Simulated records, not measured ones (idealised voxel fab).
The following is a process module called voxel capacitor over wiring.
FYI the section here is cut, 225 nm wide, cells are 5 nm squares.
If you're reading a cross-section in this doc, picture square cells in a grid; it comes to you as bands, top ones listed first down to the bottom, and a band can be one or more rows of cells. Quick guide to a band line: top height, bottom height (nm) up front; then every material left to right with its width in nm. Only one material and it's marked "everywhere"? Then it fills the band edge to edge. And "blank" just means empty space. All heights in this document are referenced to 0, defined as the level beneath which the wafer, as received, consists entirely of one material. The lowest band is not bounded below; it extends indefinitely downward and is written in the form "z 0 and below". When a width is written as two numbers, as in "30..40", the first number is the width in the top row of cells of the band and the second is the width in its bottom row, and the width changes by the same amount from each row to the next. Where the words "same as before" appear for a step, the cross-section shows no cell changed by that step; every cell remained as before. Empty spaces counting at least 8 cells and having no open way to the top are listed in "Unvented voids". The notation width x height at distance is used for each, the distance being from the left edge and all three values in nm. Post-settings text on a step line: simulator's own remark regarding the step. "overlay nm" on a masked step: distance the mask lay right of its planned place, negative for left.
Process steps - plan
1,op RECEIVE | material Si
2,op CONFORMAL_DEP | material SiO2 | thk nm 10
3,op DIRECTIONAL_DEP | material TiN | thk nm 5
4,op DIRECTIONAL_DEP | material Ru | thk nm 20
5,op PATTERN | tone cover | mask id METAL_1 | material resist | width nm 25 | pitch nm 85 | thk nm 15 | overlay nm 0
6,op DIRECTIONAL_ETCH | etch materials Ru | depth nm 20
7,op DIRECTIONAL_ETCH | etch materials TiN | depth nm 5
8,op STRIP | etch materials resist
9,op CONFORMAL_DEP | material SiN | thk nm 5
10,op FILL_DEP | material SiO2 | thk nm 5
11,op CMP | height nm 35
12,op CONFORMAL_DEP | material SiCN | thk nm 5
13,op DIRECTIONAL_DEP | material lowk | thk nm 20
14,op DIRECTIONAL_DEP | material aC | thk nm 15
15,op PATTERN | tone open | mask id PLUG_1 | material resist | width nm 15 | thk nm 30 | overlay nm 0
16,op DIRECTIONAL_ETCH | etch materials aC | depth nm 15
17,op STRIP | etch materials resist
18,op DIRECTIONAL_ETCH | etch materials lowk | depth nm 20
19,op DIRECTIONAL_ETCH | etch materials SiCN | depth nm 5
20,op STRIP | etch materials aC
21,op CONFORMAL_DEP | material TiN | thk nm 5
22,op FILL_DEP | material W | thk nm 5
23,op CMP | height nm 60
24,op DIRECTIONAL_DEP | material TiN | thk nm 10
25,op DIRECTIONAL_DEP | material SiN | thk nm 5
26,op DIRECTIONAL_DEP | material TiN | thk nm 10
27,op MASKED_ETCH | tone cover | mask id UPPER_PLATE | width nm 65 | etch materials TiN | depth nm 10 | overlay nm 0
28,op MASKED_ETCH | tone cover | mask id UPPER_PLATE | width nm 65 | etch materials SiN | depth nm 5 | overlay nm 0
29,op DIRECTIONAL_DEP | material aC | thk nm 15
30,op PATTERN | tone cover | mask id LOWER_PLATE | material resist | width nm 75 | thk nm 30 | overlay nm 0
31,op DIRECTIONAL_ETCH | etch materials aC | depth nm 15
32,op STRIP | etch materials resist
33,op DIRECTIONAL_ETCH | etch materials TiN | depth nm 10
34,op STRIP | etch materials aC
35,op FILL_DEP | material SiO2 | thk nm 15
36,op CMP | height nm 95
37,op PATTERN | tone open | mask id PLUG_2 | material resist | width nm 15 | thk nm 15 | overlay nm 0
38,op DIRECTIONAL_ETCH | etch materials SiO2 | depth nm 10
39,op STRIP | etch materials resist
40,op CONFORMAL_DEP | material TiN | thk nm 5
41,op FILL_DEP | material Cu | thk nm 10
42,op CMP | height nm 95
43,op CONFORMAL_DEP | material SiCN | thk nm 5
The following pertains to the first of two wafers, which was processed as planned
Wafer at receipt (post step 1), cross-section
> z 0 and below = Si everywhere
> Unvented voids: none
Presented here is a cross-section of the wafer after step 2 has been performed
> z 10 to 0 = SiO2 everywhere
> below 0: unchanged
Presented here is a cross-section of the wafer after step 3 has been performed
> z 15 to 10 = TiN everywhere
> below 10: unchanged
Presented here is a cross-section of the wafer after step 4 has been performed
> z 35 to 15 = Ru everywhere
> below 15: unchanged
Presented here is a cross-section of the wafer after step 5 has been performed
> z 50 to 35 = blank: 55 / resist: 25 / blank: 60 / resist: 25 / blank: 60
> below 35: unchanged
Presented here is a cross-section of the wafer after step 6 has been performed
> z 50 to 35 = blank: 55 / resist: 25 / blank: 60 / resist: 25 / blank: 60
> z 35 to 15 = blank: 55 / Ru: 25 / blank: 60 / Ru: 25 / blank: 60
> below 15: unchanged
Presented here is a cross-section of the wafer after step 7 has been performed
> z 50 to 35 = blank: 55 / resist: 25 / blank: 60 / resist: 25 / blank: 60
> z 35 to 15 = blank: 55 / Ru: 25 / blank: 60 / Ru: 25 / blank: 60
> z 15 to 10 = blank: 55 / TiN: 25 / blank: 60 / TiN: 25 / blank: 60
> below 10: unchanged
Presented here is a cross-section of the wafer after step 8 has been performed
> z 35 to 15 = blank: 55 / Ru: 25 / blank: 60 / Ru: 25 / blank: 60
> below 15: unchanged
Presented here is a cross-section of the wafer after step 9 has been performed
> z 40 to 35 = blank: 50 / SiN: 35 / blank: 50 / SiN: 35 / blank: 55
> z 35 to 15 = blank: 50 / SiN: 5 / Ru: 25 / SiN: 5 / blank: 50 / SiN: 5 / Ru: 25 / SiN: 5 / blank: 55
> z 15 to 10 = SiN: 55 / TiN: 25 / SiN: 60 / TiN: 25 / SiN: 60
> below 10: unchanged
Presented here is a cross-section of the wafer after step 10 has been performed
> z 45 to 40 = SiO2 everywhere
> z 40 to 35 = SiO2: 50 / SiN: 35 / SiO2: 50 / SiN: 35 / SiO2: 55
> z 35 to 15 = SiO2: 50 / SiN: 5 / Ru: 25 / SiN: 5 / SiO2: 50 / SiN: 5 / Ru: 25 / SiN: 5 / SiO2: 55
> below 15: unchanged
Presented here is a cross-section of the wafer after step 11 has been performed
> z 35 to 15 = SiO2: 50 / SiN: 5 / Ru: 25 / SiN: 5 / SiO2: 50 / SiN: 5 / Ru: 25 / SiN: 5 / SiO2: 55
> below 15: unchanged
Presented here is a cross-section of the wafer after step 12 has been performed
> z 40 to 35 = SiCN everywhere
> below 35: unchanged
Presented here is a cross-section of the wafer after step 13 has been performed
> z 60 to 40 = lowk everywhere
> below 40: unchanged
Presented here is a cross-section of the wafer after step 14 has been performed
> z 75 to 60 = aC everywhere
> below 60: unchanged
Presented here is a cross-section of the wafer after step 15 has been performed
> z 105 to 75 = resist: 65 / blank: 15 / resist: 145
> below 75: unchanged
Presented here is a cross-section of the wafer after step 16 has been performed
> z 90 to 75 = resist: 65 / blank: 15 / resist: 145
> z 75 to 60 = aC: 65 / blank: 15 / aC: 145
> below 60: unchanged
Presented here is a cross-section of the wafer after step 17 has been performed
> z 75 to 60 = aC: 65 / blank: 15 / aC: 145
> below 60: unchanged
Presented here is a cross-section of the wafer after step 18 has been performed
> z 75 to 60 = aC: 65 / blank: 15 / aC: 145
> z 60 to 40 = lowk: 65 / blank: 15 / lowk: 145
> below 40: unchanged
Presented here is a cross-section of the wafer after step 19 has been performed
> z 75 to 60 = aC: 65 / blank: 15 / aC: 145
> z 60 to 40 = lowk: 65 / blank: 15 / lowk: 145
> z 40 to 35 = SiCN: 65 / blank: 15 / SiCN: 145
> below 35: unchanged
Presented here is a cross-section of the wafer after step 20 has been performed
> z 60 to 40 = lowk: 65 / blank: 15 / lowk: 145
> below 40: unchanged
Presented here is a cross-section of the wafer after step 21 has been performed
> z 65 to 60 = TiN: 70 / blank: 5 / TiN: 150
> z 60 to 40 = lowk: 65 / TiN: 5 / blank: 5 / TiN: 5 / lowk: 145
> z 40 to 35 = SiCN: 65 / TiN: 15 / SiCN: 145
> below 35: unchanged
Presented here is a cross-section of the wafer after step 22 has been performed
> z 70 to 65 = W everywhere
> z 65 to 60 = TiN: 70 / W: 5 / TiN: 150
> z 60 to 40 = lowk: 65 / TiN: 5 / W: 5 / TiN: 5 / lowk: 145
> below 40: unchanged
Presented here is a cross-section of the wafer after step 23 has been performed
> z 60 to 40 = lowk: 65 / TiN: 5 / W: 5 / TiN: 5 / lowk: 145
> below 40: unchanged
Presented here is a cross-section of the wafer after step 24 has been performed
> z 70 to 60 = TiN everywhere
> below 60: unchanged
Presented here is a cross-section of the wafer after step 25 has been performed
> z 75 to 70 = SiN everywhere
> below 70: unchanged
Presented here is a cross-section of the wafer after step 26 has been performed
> z 85 to 75 = TiN everywhere
> below 75: unchanged
Presented here is a cross-section of the wafer after step 27 has been performed
> z 85 to 75 = blank: 65 / TiN: 65 / blank: 95
> below 75: unchanged
Presented here is a cross-section of the wafer after step 28 has been performed
> z 85 to 75 = blank: 65 / TiN: 65 / blank: 95
> z 75 to 70 = blank: 65 / SiN: 65 / blank: 95
> below 70: unchanged
Presented here is a cross-section of the wafer after step 29 has been performed
> z 100 to 85 = blank: 65 / aC: 65 / blank: 95
> z 85 to 75 = aC: 65 / TiN: 65 / aC: 95
> z 75 to 70 = aC: 65 / SiN: 65 / aC: 95
> below 70: unchanged
Presented here is a cross-section of the wafer after step 30 has been performed
> z 130 to 100 = blank: 60 / resist: 75 / blank: 90
> z 100 to 85 = blank: 60 / resist: 5 / aC: 65 / resist: 5 / blank: 90
> below 85: unchanged
Presented here is a cross-section of the wafer after step 31 has been performed
> z 115 to 100 = blank: 60 / resist: 75 / blank: 90
> z 100 to 85 = blank: 60 / resist: 5 / aC: 65 / resist: 5 / blank: 90
> z 85 to 75 = blank: 60 / aC: 5 / TiN: 65 / aC: 5 / blank: 90
> z 75 to 70 = blank: 60 / aC: 5 / SiN: 65 / aC: 5 / blank: 90
> below 70: unchanged
Presented here is a cross-section of the wafer after step 32 has been performed
> z 100 to 85 = blank: 65 / aC: 65 / blank: 95
> below 85: unchanged
Presented here is a cross-section of the wafer after step 33 has been performed
> z 100 to 85 = blank: 65 / aC: 65 / blank: 95
> z 85 to 75 = blank: 60 / aC: 5 / TiN: 65 / aC: 5 / blank: 90
> z 75 to 70 = blank: 60 / aC: 5 / SiN: 65 / aC: 5 / blank: 90
> z 70 to 60 = blank: 60 / TiN: 75 / blank: 90
> below 60: unchanged
Presented here is a cross-section of the wafer after step 34 has been performed
> z 85 to 75 = blank: 65 / TiN: 65 / blank: 95
> z 75 to 70 = blank: 65 / SiN: 65 / blank: 95
> below 70: unchanged
Presented here is a cross-section of the wafer after step 35 has been performed
> z 100 to 85 = SiO2 everywhere
> z 85 to 75 = SiO2: 65 / TiN: 65 / SiO2: 95
> z 75 to 70 = SiO2: 65 / SiN: 65 / SiO2: 95
> z 70 to 60 = SiO2: 60 / TiN: 75 / SiO2: 90
> below 60: unchanged
Presented here is a cross-section of the wafer after step 36 has been performed
> z 95 to 85 = SiO2 everywhere
> below 85: unchanged
Presented here is a cross-section of the wafer after step 37 has been performed
> z 110 to 95 = resist: 75 / blank: 15 / resist: 135
> below 95: unchanged
Presented here is a cross-section of the wafer after step 38 has been performed
> z 110 to 95 = resist: 75 / blank: 15 / resist: 135
> z 95 to 85 = SiO2: 75 / blank: 15 / SiO2: 135
> below 85: unchanged
Presented here is a cross-section of the wafer after step 39 has been performed
> z 95 to 85 = SiO2: 75 / blank: 15 / SiO2: 135
> below 85: unchanged
Presented here is a cross-section of the wafer after step 40 has been performed
> z 100 to 95 = TiN: 80 / blank: 5 / TiN: 140
> z 95 to 90 = SiO2: 75 / TiN: 5 / blank: 5 / TiN: 5 / SiO2: 135
> z 90 to 85 = SiO2: 75 / TiN: 15 / SiO2: 135
> below 85: unchanged
Presented here is a cross-section of the wafer after step 41 has been performed
> z 110 to 100 = Cu everywhere
> z 100 to 95 = TiN: 80 / Cu: 5 / TiN: 140
> z 95 to 90 = SiO2: 75 / TiN: 5 / Cu: 5 / TiN: 5 / SiO2: 135
> below 90: unchanged
Presented here is a cross-section of the wafer after step 42 has been performed
> z 95 to 90 = SiO2: 75 / TiN: 5 / Cu: 5 / TiN: 5 / SiO2: 135
> below 90: unchanged
Presented here is a cross-section of the wafer after step 43 has been performed
> z 100 to 95 = SiCN everywhere
> below 95: unchanged
Second wafer, same starting state and plan as the first, one mistake in the run, identical through step 36
Cross-section of the second wafer corresponding to the planned conclusion of step 37
> z 110 to 95 = resist: 80 / blank: 15 / resist: 130
> below 95: unchanged
Cross-section of the second wafer corresponding to the planned conclusion of step 38
> z 110 to 95 = resist: 80 / blank: 15 / resist: 130
> z 95 to 85 = SiO2: 80 / blank: 15 / SiO2: 130
> below 85: unchanged
Cross-section of the second wafer corresponding to the planned conclusion of step 39
> z 95 to 85 = SiO2: 80 / blank: 15 / SiO2: 130
> below 85: unchanged
Cross-section of the second wafer corresponding to the planned conclusion of step 40
> z 100 to 95 = TiN: 85 / blank: 5 / TiN: 135
> z 95 to 90 = SiO2: 80 / TiN: 5 / blank: 5 / TiN: 5 / SiO2: 130
> z 90 to 85 = SiO2: 80 / TiN: 15 / SiO2: 130
> below 85: unchanged
Cross-section of the second wafer corresponding to the planned conclusion of step 41
> z 110 to 100 = Cu everywhere
> z 100 to 95 = TiN: 85 / Cu: 5 / TiN: 135
> z 95 to 90 = SiO2: 80 / TiN: 5 / Cu: 5 / TiN: 5 / SiO2: 130
> below 90: unchanged
Cross-section of the second wafer corresponding to the planned conclusion of step 42
> z 95 to 90 = SiO2: 80 / TiN: 5 / Cu: 5 / TiN: 5 / SiO2: 130
> below 90: unchanged
Cross-section of the second wafer corresponding to the planned conclusion of step 43
> z 100 to 95 = SiCN everywhere
> below 95: unchanged
What broke from the plan during processing? off-plan run, step 37, actual operation and settings op PATTERN | tone open | mask id PLUG_2 | material resist | width nm 15 | thk nm 15 | overlay nm 5
By the end, you'd get the same cell count for each material on either wafer, but the second wafer puts them somewhere else.
